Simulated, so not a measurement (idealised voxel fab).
process module | voxel released beams
cross-section cut | 220 nm wide | cells 5 nm
A cross-section is a grid of square cells, given in bands from the top down. A band is one or more rows of cells.
Each band's line starts with the height of the band's top and of its bottom, in nm. Then come its materials from left to right, each with its width in nm. One material with "throughout" fills the band from edge to edge. "air" is empty space.
Height 0 is the level under which the wafer as received is all one material. The lowest band goes on downwards, as in "0 down".
A width such as "30 to 40" changes by the same amount from each row of cells to the next, from the band's top row to its bottom row.
"no change" after a step means that no cell of the cross-section changed.
closed voids: empty space of 8 cells or more with no open way to the top, each as width x height at its distance from the left edge, in nm
after a step's settings: what the simulator itself notes on the step
overlay nm, on a step with a mask: how far to the right of its planned place the mask lay; to the left if negative
plan
1 op RECEIVE | material Si
2 op CONFORMAL_DEP | material SiN | thk nm 5
3 op DIRECTIONAL_DEP | material SiO2 | thk nm 20
4 op PATTERN | tone open | mask id ANCHOR | material resist | width nm 45 | thk nm 20 | overlay nm 0
5 op DIRECTIONAL_ETCH | etch materials SiO2 | depth nm 20
6 op STRIP | etch materials resist
7 op CONFORMAL_DEP | material W | thk nm 15
8 op PATTERN | tone cover | mask id BEAM | material resist | width nm 95 | thk nm 20 | overlay nm 0
9 op DIRECTIONAL_ETCH | etch materials W | depth nm 15
10 op STRIP | etch materials resist
11 op STRIP | etch materials SiO2
as received, after step 1
  0 down: Si throughout
  closed voids: none
first wafer at the end, as planned
  40 to 25: air 60 | W 20 | air 15 | W 60 | air 65
  25 to 20: air 65 | W 15 | air 15 | W 15 | air 110
  20 to 5: air 65 | W 45 | air 110
  5 to 0: SiN throughout
  0 down: Si throughout
  closed voids: none
second wafer at the end: like start, like plan, one mistake
  40 to 25: air 60 | W 10 | air 15 | W 70 | air 65
  25 to 20: air 55 | W 15 | air 15 | W 15 | air 120
  20 to 5: air 55 | W 45 | air 120
  5 to 0: SiN throughout
  0 down: Si throughout
  closed voids: none
what went wrong: step 4 ran as: op PATTERN | tone open | mask id ANCHOR | material resist | width nm 45 | thk nm 20 | overlay nm -10
at the end the second wafer has, in cells: as many of each material as the first, in other places
